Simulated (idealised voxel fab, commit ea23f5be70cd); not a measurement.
Process module in this document: voxel spacer lines
Xsec cut, 155 nm wide, square cell size 5 nm.
In what follows, cross-sections appear as grids of square cells, described through bands that run from the top down, where every band is one or more rows of cells. Read a band's entry like this: the first values are the height of its top and the height of its bottom in nm, and what follows is the sequence of materials from left to right, each with its width in nm. Note that "air" is empty space, and that a single material marked "throughout" reaches across the band from edge to edge. Heads up on the height convention: 0 is the point under which the incoming wafer is all one material, and the lowest band has no bottom, it just keeps going down, like "0 -> down". You'd read "30 to 40" like this: the band's top row of cells is as wide as the first number, its bottom row is as wide as the second, and going down, every row changes width by the same amount as the row before did. Given "no alteration" for a step, no cell of the cross-section differs between before and after that step. Voids not open to the top, 8 cells minimum: see "Closed void roster". Written width x height at distance; distance is from the left edge; nm. Read whatever lies past the settings on a step's line as the simulator's own remark about the step. You can add "overlay nm" to a step's line. For a step with a mask, it describes how far the mask lay to the right of its planned position, and a negative number describes a lay to the left.

[Steps in the process plan]
1,RECEIVE [material Si]
2,CONFORMAL_DEP [material Al2O3] [thk nm 5]
3,DIRECTIONAL_DEP [material SiN] [thk nm 10]
4,DIRECTIONAL_DEP [material polySi] [thk nm 20]
5,PATTERN [tone cover] [mask id MANDREL] [material resist] [width nm 25] [pitch nm 70] [thk nm 25] [overlay nm 0]
6,DIRECTIONAL_ETCH [etch materials polySi] [depth nm 10]
7,STRIP [etch materials resist]
8,CONFORMAL_DEP [material SiO2] [thk nm 10]
9,DIRECTIONAL_ETCH [etch materials SiO2] [depth nm 10]
10,STRIP [etch materials polySi]
11,DIRECTIONAL_ETCH [etch materials SiN] [depth nm 10]
12,STRIP [etch materials SiO2]
The value of depth nm given for step 6 in the plan refers to the first wafer; the wafers vary in this setting and are alike at the start.

[Cut through the first of several wafers as received, post step 1]
	0 -> down  Si throughout
	Closed void roster: none

[wafer rows; end of module; cells per material since receipt: (+) gained, (-) lost; then closed voids]
depth nm 10; +31 Al2O3; Closed void roster: none
depth nm 15; +31 Al2O3; Closed void roster: none
depth nm 20; +31 Al2O3; +16 SiN; Closed void roster: none
depth nm 25; +31 Al2O3; +16 SiN; Closed void roster: none
depth nm 30; +31 Al2O3; +16 SiN; Closed void roster: none
depth nm 35; +31 Al2O3; +16 SiN; Closed void roster: none
